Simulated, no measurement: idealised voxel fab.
The process module that follows is named voxel transistor to metal.
In the cross-section labelled cut, the width is 160 nm and each square cell is 5 nm.
A cross-section is a grid of square cells, given in bands from the top down. A band is one or more rows of cells.
Band: top height; bottom height; in nm. Then, left to right: material with width in nm, for each material. "full width": a single material spanning edge to edge. "blank": empty space.
Heights are measured from 0, the level below which the as-received wafer is all one material; the lowest band has no bottom and continues downward, written as in "0 nm and below".
Quick explanation for "30->40": the width changes in equal steps down the rows of cells, from the first number in the band's top row to the second number in its bottom row.
Reading "identical to before" for a step: not a cell of the cross-section changed in it.
In "Closed void entries" the enclosed voids are listed, meaning empty spaces of 8 cells or larger without any opening to the top. The form is width x height at distance, distance from the left edge, units nm.
If you see something after the settings on a step's line, that's the simulator's own remark about that step.
On any step carrying a mask, the "overlay nm" setting, if present on the step's line, tells how far right of its planned place the mask lay; negative values point to the left.

## Planned step list for the process
1. op RECEIVE | material Si
2. op CONFORMAL_DEP | material SiO2 | thk nm 5
3. op CONFORMAL_DEP | material SiN | thk nm 10
4. op PATTERN | tone cover | mask id ACTIVE | material resist | width nm 125 | thk nm 20 | overlay nm 0
5. op DIRECTIONAL_ETCH | etch materials SiN | depth nm 10
6. op DIRECTIONAL_ETCH | etch materials SiO2 | depth nm 5
7. op DIRECTIONAL_ETCH | etch materials Si | depth nm 35
8. op STRIP | etch materials resist
9. op FILL_DEP | material SiO2 | thk nm 15
10. op CMP | height nm 15
11. op SELECTIVE_ETCH | etch materials SiO2 | depth nm 5
12. op STRIP | etch materials SiN
13. op SELECTIVE_ETCH | etch materials SiO2 | depth nm 5
14. op OXIDIZE | depth nm 5
15. op DIRECTIONAL_DEP | material polySi | thk nm 20
16. op DIRECTIONAL_DEP | material SiCN | thk nm 10
17. op PATTERN | tone cover | mask id GATE | material resist | width nm 35 | thk nm 15 | overlay nm 0
18. op DIRECTIONAL_ETCH | etch materials SiCN | depth nm 20
19. op DIRECTIONAL_ETCH | etch materials polySi | depth nm 30
20. op STRIP | etch materials resist
21. op CONFORMAL_DEP | material SiO2 | thk nm 5
22. op DIRECTIONAL_ETCH | etch materials SiO2 | depth nm 5
23. op CONFORMAL_DEP | material SiN | thk nm 5
24. op DIRECTIONAL_ETCH | etch materials SiN | depth nm 5
25. op DIRECTIONAL_ETCH | etch materials SiO2 | depth nm 5
26. op DIRECTIONAL_ETCH | etch materials Si | depth nm 5
27. op EPI | material SiGe | thk nm 5
28. op FILL_DEP | material SiO2 | thk nm 5
29. op CMP | height nm 20
30. op STRIP | etch materials polySi
31. op SELECTIVE_ETCH | etch materials SiO2 | depth nm 5
32. op CONFORMAL_DEP | material HfO2 | thk nm 5
33. op CONFORMAL_DEP | material TiN | thk nm 5
34. op FILL_DEP | material W | thk nm 5
35. op CMP | height nm 15
36. op DIRECTIONAL_DEP | material SiO2 | thk nm 15
37. op MASKED_ETCH | tone open | mask id CONTACT | width nm 20 | pitch nm 85 | etch materials SiO2 | depth nm 35 | overlay nm 0
38. op CONFORMAL_DEP | material TiN | thk nm 5
39. op FILL_DEP | material Ru | thk nm 5
40. op CMP | height nm 30
41. op CONFORMAL_DEP | material SiN | thk nm 5
42. op DIRECTIONAL_DEP | material lowk | thk nm 20
43. op PATTERN | tone open | mask id METAL_1 | material resist | width nm 20 | pitch nm 85 | thk nm 20 | overlay nm 0
44. op DIRECTIONAL_ETCH | etch materials lowk | depth nm 20
45. op DIRECTIONAL_ETCH | etch materials SiN | depth nm 5
46. op STRIP | etch materials resist
47. op CONFORMAL_DEP | material TiN | thk nm 5
48. op FILL_DEP | material Ru | thk nm 5
49. op CMP | height nm 55
50. op CONFORMAL_DEP | material SiCN | thk nm 5
51. op DIRECTIONAL_DEP | material SiO2 | thk nm 30
52. op PATTERN | tone open | mask id METAL_2_HOLES | material resist | width nm 15 | pitch nm 85 | thk nm 20 | overlay nm 0
53. op DIRECTIONAL_ETCH | etch materials SiO2 | depth nm 30
54. op STRIP | etch materials resist
55. op PATTERN | tone open | mask id METAL_2 | material resist | width nm 20 | pitch nm 85 | thk nm 15 | overlay nm 0
56. op DIRECTIONAL_ETCH | etch materials SiO2 | depth nm 15
57. op DIRECTIONAL_ETCH | etch materials SiCN | depth nm 5
58. op STRIP | etch materials resist
59. op CONFORMAL_DEP | material TiN | thk nm 5
60. op FILL_DEP | material Cu | thk nm 10
61. op CMP | height nm 90
62. op CONFORMAL_DEP | material SiN | thk nm 5
It is noted that the wafers described herein are identical at the outset and are distinguished by the depth nm of step 31; the value stated in the plan corresponds to the first wafer.

## The first of several wafers in cross-section, exactly as it reached us after step 1
* 0 nm and below | Si full width
* Closed void entries: none

## Heads up, this table goes wafer by wafer. A row tells you, at the end of the module, how many cells of each material that wafer has put on (+) or dropped (-) since it was received, and then its closed voids
depth nm 5; +16 Cu; +15 HfO2; +40 Ru; -86 Si; +26 SiCN; +16 SiGe; +64 SiN; +312 SiO2; +99 TiN; +10 W; +96 lowk; Closed void entries: none
depth nm 10; +16 Cu; +38 HfO2; +24 Ru; -86 Si; +26 SiCN; +16 SiGe; +64 SiN; +321 SiO2; +83 TiN; +10 W; +96 lowk; Closed void entries: none
depth nm 15; +16 Cu; +40 HfO2; +24 Ru; -86 Si; +26 SiCN; +16 SiGe; +64 SiN; +300 SiO2; +102 TiN; +10 W; +96 lowk; Closed void entries: none
